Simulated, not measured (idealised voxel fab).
Module name: voxel capacitor over wiring (process module)
FYI the section here is cut, 255 nm wide, cells are 5 nm squares.
In this document a cross-section is written as a grid of square cells. It is given as a series of bands, listed from the top down, and a band is one or more rows of cells. In this notation a band is specified by the heights of its top and bottom, in that order and in nm, after which its materials appear from left to right, each paired with its width in nm. The word "full width" attached to a single material means that material fills the band from edge to edge; the word "blank" stands for empty space. Counting heights begins at 0, where everything beneath is, in the wafer as received, one material. The lowest band has no bottom; it goes on downwards, as "0 nm and below" shows. Graded width ("30 to 40"): value in top row of band = first number; value in bottom row = second number; row-to-row change constant. "all unchanged", as given for a step, is the statement that not any cell of the cross-section underwent a change during that step. For the entry "Cavities, sealed", the listed items are empty spaces with no open way to the top whose size is 8 cells or more; each item follows the pattern width x height at distance, where distance is from the left edge and all three are in nm. Past the settings on a step's line: simulator remark, on that step. The line of a step may include "overlay nm". On a step with a mask, this value is how far to the right of its planned place the mask lay. A negative value means the mask lay to the left.
Listed below are the process steps as planned:
1 RECEIVE, material Si
2 CONFORMAL_DEP, material SiO2, thk nm 15
3 CONFORMAL_DEP, material SiCN, thk nm 5
4 DIRECTIONAL_DEP, material lowk, thk nm 15
5 PATTERN, tone open, mask id METAL_1, material resist, width nm 25, pitch nm 90, thk nm 15, overlay nm 0
6 DIRECTIONAL_ETCH, etch materials lowk, depth nm 15
7 DIRECTIONAL_ETCH, etch materials SiCN, depth nm 5
8 STRIP, etch materials resist
9 CONFORMAL_DEP, material TiN, thk nm 5
10 FILL_DEP, material Cu, thk nm 5
11 CMP, height nm 35
12 EPI, material Ru, thk nm 5
13 FILL_DEP, material SiCN, thk nm 5
14 DIRECTIONAL_DEP, material lowk, thk nm 15
15 DIRECTIONAL_DEP, material aC, thk nm 10
16 PATTERN, tone open, mask id PLUG_1, material resist, width nm 15, thk nm 25, overlay nm 0
17 DIRECTIONAL_ETCH, etch materials aC, depth nm 10
18 STRIP, etch materials resist
19 DIRECTIONAL_ETCH, etch materials lowk, depth nm 15
20 DIRECTIONAL_ETCH, etch materials SiCN, depth nm 5
21 STRIP, etch materials aC
22 EPI, material Ru, thk nm 10
23 EPI, material Ru, thk nm 10
24 DIRECTIONAL_DEP, material TiN, thk nm 5
25 DIRECTIONAL_DEP, material SiN, thk nm 5
26 DIRECTIONAL_DEP, material TiN, thk nm 10
27 MASKED_ETCH, tone cover, mask id UPPER_PLATE, width nm 70, etch materials TiN, depth nm 10, overlay nm 0
28 MASKED_ETCH, tone cover, mask id UPPER_PLATE, width nm 70, etch materials SiN, depth nm 5, overlay nm 0
29 PATTERN, tone cover, mask id LOWER_PLATE, material resist, width nm 80, thk nm 15, overlay nm 0
30 DIRECTIONAL_ETCH, etch materials TiN, depth nm 5
31 STRIP, etch materials resist
32 FILL_DEP, material SiO2, thk nm 15
33 CMP, height nm 90
34 PATTERN, tone open, mask id PLUG_2, material resist, width nm 15, thk nm 15, overlay nm 0
35 DIRECTIONAL_ETCH, etch materials SiO2, depth nm 10
36 STRIP, etch materials resist
37 CONFORMAL_DEP, material TiN, thk nm 5
38 FILL_DEP, material W, thk nm 5
39 CMP, height nm 90
40 CONFORMAL_DEP, material SiN, thk nm 5
Delivered wafer in cross-section: state after step 1:
0 nm and below | Si full width
Cavities, sealed: none
first wafer at the end, as planned:
95 nm to 90 nm | SiN full width
90 nm to 85 nm | SiO2 90 | TiN 5 | W 5 | TiN 5 | SiO2 150
85 nm to 80 nm | SiO2 90 | TiN 15 | SiO2 150
80 nm to 70 nm | SiO2 80 | TiN 70 | SiO2 105
70 nm to 65 nm | SiO2 80 | SiN 70 | SiO2 105
65 nm to 60 nm | SiO2 75 | TiN 80 | SiO2 100
60 nm to 45 nm | lowk 80 | Ru 15 | lowk 160
45 nm to 40 nm | SiCN 80 | Ru 15 | SiCN 160
40 nm to 35 nm | SiCN 65 | Ru 35 | SiCN 55 | Ru 35 | SiCN 65
35 nm to 20 nm | lowk 70 | TiN 5 | Cu 15 | TiN 5 | lowk 65 | TiN 5 | Cu 15 | TiN 5 | lowk 70
20 nm to 15 nm | SiCN 70 | TiN 25 | SiCN 65 | TiN 25 | SiCN 70
15 nm to 0 nm | SiO2 full width
0 nm and below | Si full width
Cavities, sealed: none
Here is the second of the two wafers cut open at the end of the module - same start, same plan as the first one, but we made one mistake running it:
95 nm to 90 nm | SiN full width
90 nm to 85 nm | SiO2 90 | TiN 5 | W 5 | TiN 5 | SiO2 150
85 nm to 80 nm | SiO2 90 | TiN 15 | SiO2 150
80 nm to 70 nm | SiO2 80 | TiN 70 | SiO2 105
70 nm to 65 nm | SiO2 80 | SiN 70 | SiO2 105
65 nm to 60 nm | SiO2 75 | TiN 85 | SiO2 95
60 nm to 45 nm | lowk 80 | Ru 15 | lowk 160
45 nm to 40 nm | SiCN 80 | Ru 15 | SiCN 160
40 nm to 35 nm | SiCN 65 | Ru 35 | SiCN 55 | Ru 35 | SiCN 65
35 nm to 20 nm | lowk 70 | TiN 5 | Cu 15 | TiN 5 | lowk 65 | TiN 5 | Cu 15 | TiN 5 | lowk 70
20 nm to 15 nm | SiCN 70 | TiN 25 | SiCN 65 | TiN 25 | SiCN 70
15 nm to 0 nm | SiO2 full width
0 nm and below | Si full width
Cavities, sealed: none
What was the processing mistake? step 29 did not use the planned setting and instead ran as PATTERN, tone cover, mask id LOWER_PLATE, material resist, width nm 85, thk nm 15, overlay nm 0
Count the cells at the end and the second wafer has more or fewer of some materials than the first: 1 fewer of SiO2; 1 more of TiN
